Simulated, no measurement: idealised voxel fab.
process module | voxel quadruple lines
cross-section cut | 265 nm wide | cells 5 nm
A cross-section is a grid of square cells, given in bands from the top down. A band is one or more rows of cells.
Each band's line starts with the height of the band's top and of its bottom, in nm. Then come its materials from left to right, each with its width in nm. One material with "throughout" fills the band from edge to edge. "air" is empty space.
Height 0 is the level under which the wafer as received is all one material. The lowest band goes on downwards, as in "0 down".
A width such as "30 to 40" changes by the same amount from each row of cells to the next, from the band's top row to its bottom row.
"no change" after a step means that no cell of the cross-section changed.
closed voids: empty space of 8 cells or more with no open way to the top, each as width x height at its distance from the left edge, in nm
after a step's settings: what the simulator itself notes on the step
overlay nm, on a step with a mask: how far to the right of its planned place the mask lay; to the left if negative
plan
1 op RECEIVE | material Si
2 op CONFORMAL_DEP | material SiO2 | thk nm 10
3 op DIRECTIONAL_DEP | material Ru | thk nm 15
4 op DIRECTIONAL_DEP | material polySi | thk nm 20
5 op DIRECTIONAL_DEP | material aC | thk nm 25
6 op PATTERN | tone cover | mask id MANDREL | material resist | width nm 25 | thk nm 35 | overlay nm 0
7 op DIRECTIONAL_ETCH | etch materials aC | depth nm 25
8 op STRIP | etch materials resist
9 op CONFORMAL_DEP | material SiO2 | thk nm 15
10 op DIRECTIONAL_ETCH | etch materials SiO2 | depth nm 15
11 op STRIP | etch materials aC
12 op DIRECTIONAL_ETCH | etch materials polySi | depth nm 20
13 op STRIP | etch materials SiO2
14 op CONFORMAL_DEP | material SiN | thk nm 5
15 op DIRECTIONAL_ETCH | etch materials SiN | depth nm 5
16 op STRIP | etch materials polySi
17 op DIRECTIONAL_ETCH | etch materials Ru | depth nm 15
18 op STRIP | etch materials SiN
as received, after step 1
  0 down: Si throughout
  closed voids: none
first wafer at the end, as planned
  25 to 10: air 100 | Ru 5 | air 15 | Ru 5 | air 15 | Ru 5 | air 15 | Ru 5 | air 100
  10 to 0: SiO2 throughout
  0 down: Si throughout
  closed voids: none
second wafer at the end: like start, like plan, one mistake
  25 to 10: air 115 | Ru 5 | air 25 | Ru 5 | air 115
  10 to 0: SiO2 throughout
  0 down: Si throughout
  closed voids: none
what went wrong: step 6 ran as: op PATTERN | tone open | mask id MANDREL | material resist | width nm 25 | thk nm 35 | overlay nm 0
at the end the second wafer has, in cells: 6 fewer of Ru
